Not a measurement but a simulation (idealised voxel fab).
Process module, titled voxel air gaps
It is cross-section cut that appears here, measuring 170 nm in width, its square cells being 5 nm in size.
Cross-section format: a grid of square cells, given as bands from top to bottom; each band is one or more rows of cells. It is stipulated that each band's entry specify, in nanometres, the height of the top of the band and then that of its bottom, followed by the materials of the band in left-to-right sequence, each together with its width in nanometres. A single material marked by the word "all across" is understood to fill the band from edge to edge; the word "air" is understood to denote empty space. Basically, 0 is our baseline, since under it the wafer straight out of the box is all one material. The bottom band has no lower end and keeps on going down, so it looks like "0 -> down". So if you see something like "30->40" for the width, read it as the top row of the band sitting at the first number and the bottom row at the second, with every row in between moving by the same amount as the last. Key: "no change" - step with no changed cell in the cross-section. The label "Listed closed voids" introduces a list of the empty spaces, 8 cells or larger, that have no open way up to the top; each entry in it reads width x height at distance, where the distance is taken from the left edge and all three are stated in nm. Anything after a step's settings on that line? It's the simulator's own note about the step. A step's line can hold "overlay nm"; with a mask on that step, the setting says how far right of the planned place the mask lay, while a negative setting says it lay to the left.

[Here's what the planned process steps look like]
1. RECEIVE | material Si
2. CONFORMAL_DEP | material SiO2 | thk nm 15
3. CONFORMAL_DEP | material SiCN | thk nm 5
4. DIRECTIONAL_DEP | material lowk | thk nm 35
5. MASKED_ETCH | tone open | mask id LINES | width nm 20 | pitch nm 50 | etch materials lowk | depth nm 35 | overlay nm 0
6. CONFORMAL_DEP | material TiN | thk nm 5
7. FILL_DEP | material Ru | thk nm 5
8. CMP | height nm 55
9. EPI | material Ru | thk nm 10
10. SELECTIVE_ETCH | etch materials lowk | depth nm 45
11. CONFORMAL_DEP | material SiCN | thk nm 5

[Of two wafers, the first: run according to plan]

[Here's what the wafer looked like in cross-section when it arrived - that's after step 1]
    0 -> down  Si all across
    Listed closed voids: none

[Take a look at the wafer's cross-section after step 2]
    15 -> 0  SiO2 all across
    below 0: unchanged

[Take a look at the wafer's cross-section after step 3]
    20 -> 15  SiCN all across
    below 15: unchanged

[Take a look at the wafer's cross-section after step 4]
    55 -> 20  lowk all across
    below 20: unchanged

[Take a look at the wafer's cross-section after step 5]
    55 -> 20  lowk 25 nm, air 20 nm, lowk 30 nm, air 20 nm, lowk 30 nm, air 20 nm, lowk 25 nm
    below 20: unchanged

[Take a look at the wafer's cross-section after step 6]
    60 -> 55  TiN 30 nm, air 10 nm, TiN 40 nm, air 10 nm, TiN 40 nm, air 10 nm, TiN 30 nm
    55 -> 25  lowk 25 nm, TiN 5 nm, air 10 nm, TiN 5 nm, lowk 30 nm, TiN 5 nm, air 10 nm, TiN 5 nm, lowk 30 nm, TiN 5 nm, air 10 nm, TiN 5 nm, lowk 25 nm
    25 -> 20  lowk 25 nm, TiN 20 nm, lowk 30 nm, TiN 20 nm, lowk 30 nm, TiN 20 nm, lowk 25 nm
    below 20: unchanged

[Take a look at the wafer's cross-section after step 7]
    65 -> 60  Ru all across
    60 -> 55  TiN 30 nm, Ru 10 nm, TiN 40 nm, Ru 10 nm, TiN 40 nm, Ru 10 nm, TiN 30 nm
    55 -> 25  lowk 25 nm, TiN 5 nm, Ru 10 nm, TiN 5 nm, lowk 30 nm, TiN 5 nm, Ru 10 nm, TiN 5 nm, lowk 30 nm, TiN 5 nm, Ru 10 nm, TiN 5 nm, lowk 25 nm
    below 25: unchanged

[Take a look at the wafer's cross-section after step 8]
    55 -> 25  lowk 25 nm, TiN 5 nm, Ru 10 nm, TiN 5 nm, lowk 30 nm, TiN 5 nm, Ru 10 nm, TiN 5 nm, lowk 30 nm, TiN 5 nm, Ru 10 nm, TiN 5 nm, lowk 25 nm
    below 25: unchanged

[Take a look at the wafer's cross-section after step 9]
    65 -> 55  air 15 nm, Ru 40 nm, air 10 nm, Ru 40 nm, air 10 nm, Ru 40 nm, air 15 nm
    below 55: unchanged

[Take a look at the wafer's cross-section after step 10]
    65 -> 55  air 15 nm, Ru 40 nm, air 10 nm, Ru 40 nm, air 10 nm, Ru 40 nm, air 15 nm
    55 -> 25  air 25 nm, TiN 5 nm, Ru 10 nm, TiN 5 nm, air 30 nm, TiN 5 nm, Ru 10 nm, TiN 5 nm, air 30 nm, TiN 5 nm, Ru 10 nm, TiN 5 nm, air 25 nm
    25 -> 20  air 25 nm, TiN 20 nm, air 30 nm, TiN 20 nm, air 30 nm, TiN 20 nm, air 25 nm
    below 20: unchanged

[Take a look at the wafer's cross-section after step 11]
    70 -> 65  air 10 nm, SiCN 150 nm, air 10 nm
    65 -> 55  air 10 nm, SiCN 5 nm, Ru 40 nm, SiCN 10 nm, Ru 40 nm, SiCN 10 nm, Ru 40 nm, SiCN 5 nm, air 10 nm
    55 -> 50  air 10 nm, SiCN 15 nm, TiN 5 nm, Ru 10 nm, TiN 5 nm, SiCN 30 nm, TiN 5 nm, Ru 10 nm, TiN 5 nm, SiCN 30 nm, TiN 5 nm, Ru 10 nm, TiN 5 nm, SiCN 15 nm, air 10 nm
    50 -> 25  air 20 nm, SiCN 5 nm, TiN 5 nm, Ru 10 nm, TiN 5 nm, SiCN 5 nm, air 20 nm, SiCN 5 nm, TiN 5 nm, Ru 10 nm, TiN 5 nm, SiCN 5 nm, air 20 nm, SiCN 5 nm, TiN 5 nm, Ru 10 nm, TiN 5 nm, SiCN 5 nm, air 20 nm
    25 -> 20  SiCN 25 nm, TiN 20 nm, SiCN 30 nm, TiN 20 nm, SiCN 30 nm, TiN 20 nm, SiCN 25 nm
    below 20: unchanged
    Listed closed voids: 20 x 25 at 50; 20 x 25 at 100

[What follows concerns the second wafer, which started out like the first and was meant to follow the very same plan; one mistake crept in when it was run, but everything up to and including step 4 is the same as for the first wafer]

[Planned end of step 5: second wafer, cross-section]
    55 -> 20  lowk 25 nm, air 25 nm, lowk 25 nm, air 25 nm, lowk 25 nm, air 25 nm, lowk 20 nm
    below 20: unchanged

[Planned end of step 6: second wafer, cross-section]
    60 -> 55  TiN 30 nm, air 15 nm, TiN 35 nm, air 15 nm, TiN 35 nm, air 15 nm, TiN 25 nm
    55 -> 25  lowk 25 nm, TiN 5 nm, air 15 nm, TiN 5 nm, lowk 25 nm, TiN 5 nm, air 15 nm, TiN 5 nm, lowk 25 nm, TiN 5 nm, air 15 nm, TiN 5 nm, lowk 20 nm
    25 -> 20  lowk 25 nm, TiN 25 nm, lowk 25 nm, TiN 25 nm, lowk 25 nm, TiN 25 nm, lowk 20 nm
    below 20: unchanged

[Planned end of step 7: second wafer, cross-section]
    65 -> 60  Ru all across
    60 -> 55  TiN 30 nm, Ru 15 nm, TiN 35 nm, Ru 15 nm, TiN 35 nm, Ru 15 nm, TiN 25 nm
    55 -> 25  lowk 25 nm, TiN 5 nm, Ru 15 nm, TiN 5 nm, lowk 25 nm, TiN 5 nm, Ru 15 nm, TiN 5 nm, lowk 25 nm, TiN 5 nm, Ru 15 nm, TiN 5 nm, lowk 20 nm
    below 25: unchanged

[Planned end of step 8: second wafer, cross-section]
    55 -> 25  lowk 25 nm, TiN 5 nm, Ru 15 nm, TiN 5 nm, lowk 25 nm, TiN 5 nm, Ru 15 nm, TiN 5 nm, lowk 25 nm, TiN 5 nm, Ru 15 nm, TiN 5 nm, lowk 20 nm
    below 25: unchanged

[Planned end of step 9: second wafer, cross-section]
    65 -> 55  air 15 nm, Ru 45 nm, air 5 nm, Ru 45 nm, air 5 nm, Ru 45 nm, air 10 nm
    below 55: unchanged

[Planned end of step 10: second wafer, cross-section]
    65 -> 55  air 15 nm, Ru 45 nm, air 5 nm, Ru 45 nm, air 5 nm, Ru 45 nm, air 10 nm
    55 -> 25  air 25 nm, TiN 5 nm, Ru 15 nm, TiN 5 nm, air 25 nm, TiN 5 nm, Ru 15 nm, TiN 5 nm, air 25 nm, TiN 5 nm, Ru 15 nm, TiN 5 nm, air 20 nm
    25 -> 20  air 25 nm, TiN 25 nm, air 25 nm, TiN 25 nm, air 25 nm, TiN 25 nm, air 20 nm
    below 20: unchanged

[Planned end of step 11: second wafer, cross-section]
    70 -> 65  air 10 nm, SiCN 155 nm, air 5 nm
    65 -> 55  air 10 nm, SiCN 5 nm, Ru 45 nm, SiCN 5 nm, Ru 45 nm, SiCN 5 nm, Ru 45 nm, SiCN 5 nm, air 5 nm
    55 -> 50  air 10 nm, SiCN 15 nm, TiN 5 nm, Ru 15 nm, TiN 5 nm, SiCN 25 nm, TiN 5 nm, Ru 15 nm, TiN 5 nm, SiCN 25 nm, TiN 5 nm, Ru 15 nm, TiN 5 nm, SiCN 15 nm, air 5 nm
    50 -> 25  air 20 nm, SiCN 5 nm, TiN 5 nm, Ru 15 nm, TiN 5 nm, SiCN 5 nm, air 15 nm, SiCN 5 nm, TiN 5 nm, Ru 15 nm, TiN 5 nm, SiCN 5 nm, air 15 nm, SiCN 5 nm, TiN 5 nm, Ru 15 nm, TiN 5 nm, SiCN 5 nm, air 15 nm
    25 -> 20  SiCN 25 nm, TiN 25 nm, SiCN 25 nm, TiN 25 nm, SiCN 25 nm, TiN 25 nm, SiCN 20 nm
    below 20: unchanged
    Listed closed voids: 15 x 25 at 55; 15 x 25 at 105
What went wrong in running the wafer? step 5 deviated from plan and actually ran as MASKED_ETCH | tone open | mask id LINES | width nm 25 | pitch nm 50 | etch materials lowk | depth nm 35 | overlay nm 0
Per the end-of-run cell counts, the second wafer holds more or fewer of some materials than the first: 24 more of Ru | 8 fewer of SiCN | 3 more of TiN
